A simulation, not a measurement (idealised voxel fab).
The document below concerns the process module designated voxel self aligned vias.
Each square cell in cross-section cut measures 5 nm, and the section as a whole is 245 nm wide.
This document writes a cross-section as a grid whose cells are square, and gives it as bands, listed from the top down; one or more rows of cells form a band.
For a band, the entry starts with two heights in nm, that of the top and then that of the bottom, and carries on with the band's materials in order from left to right, each alongside its width in nm; the word "full width" beside a single material means it fills the band edge to edge, and "empty" means empty space.
Heads up on the height convention: 0 is the point under which the incoming wafer is all one material, and the lowest band has no bottom, it just keeps going down, like "0 and below".
With a width like "30->40", each row of cells in the band differs from the next by the same amount, the top row carrying the first number and the bottom row the second.
"no modifications" means the step left every cell of the cross-section as it was.
Reported under the label "Completely sealed voids" are the empty spaces having no open way to the top and comprising 8 cells or more; the notation for each is width x height at distance, in which the distance is measured from the left edge and all three values are in nm.
The remark found on a step's line after its settings is issued by the simulator itself and pertains to that step.
overlay nm: step with mask; distance mask lay right of planned place; negative value = left of planned place.
Intended process steps:
| 1 | RECEIVE,material Si |
| 2 | CONFORMAL_DEP,material SiO2,thk nm 10 |
| 3 | CONFORMAL_DEP,material SiCN,thk nm 5 |
| 4 | DIRECTIONAL_DEP,material SiO2,thk nm 30 |
| 5 | PATTERN,tone open,mask id LINES,material resist,width nm 30,pitch nm 70,thk nm 15,overlay nm -15 |
| 6 | DIRECTIONAL_ETCH,etch materials SiO2,depth nm 30 |
| 7 | STRIP,etch materials resist |
| 8 | CONFORMAL_DEP,material TiN,thk nm 5 |
| 9 | FILL_DEP,material Ru,thk nm 5 |
| 10 | CMP,height nm 45 |
| 11 | SELECTIVE_ETCH,etch materials W Ru TiN,depth nm 5 |
| 12 | FILL_DEP,material SiN,thk nm 5 |
| 13 | CMP,height nm 45 |
| 14 | DIRECTIONAL_DEP,material SiO2,thk nm 20 |
| 15 | DIRECTIONAL_DEP,material aC,thk nm 15 |
| 16 | PATTERN,tone open,mask id VIAS,material resist,width nm 50,pitch nm 140,thk nm 35,overlay nm 0 |
| 17 | DIRECTIONAL_ETCH,etch materials aC,depth nm 15 |
| 18 | STRIP,etch materials resist |
| 19 | DIRECTIONAL_ETCH,etch materials SiO2,depth nm 20 |
| 20 | DIRECTIONAL_ETCH,etch materials SiN,depth nm 5 |
| 21 | STRIP,etch materials aC |
| 22 | CONFORMAL_DEP,material TiN,thk nm 5 |
| 23 | FILL_DEP,material W,thk nm 5 |
| 24 | CMP,height nm 65 |
| 25 | CONFORMAL_DEP,material SiN,thk nm 5 |
Across this set of wafers, the varied parameter is the overlay nm of step 5. Starting conditions are identical for every wafer, and the plan reports the value assigned to the first wafer.
Cross-section of the first of several wafers as received (after step 1):
	0 and below: Si full width
	Completely sealed voids: none
Per wafer, end of module: cells gained (+) or lost (-) per material since receipt, then closed voids:
overlay nm -15, +48 Ru, +49 SiCN, +57 SiN, +400 SiO2, +78 TiN, +54 W, Completely sealed voids: none
overlay nm -10, +48 Ru, +49 SiCN, +55 SiN, +400 SiO2, +78 TiN, +56 W, Completely sealed voids: none
overlay nm -5, +48 Ru, +49 SiCN, +55 SiN, +400 SiO2, +78 TiN, +56 W, Completely sealed voids: none
overlay nm 0, +48 Ru, +49 SiCN, +55 SiN, +400 SiO2, +78 TiN, +56 W, Completely sealed voids: none
overlay nm 5, +48 Ru, +49 SiCN, +55 SiN, +400 SiO2, +78 TiN, +56 W, Completely sealed voids: none
overlay nm 10, +48 Ru, +49 SiCN, +55 SiN, +400 SiO2, +78 TiN, +56 W, Completely sealed voids: none
overlay nm 15, +48 Ru, +49 SiCN, +57 SiN, +400 SiO2, +78 TiN, +54 W, Completely sealed voids: none
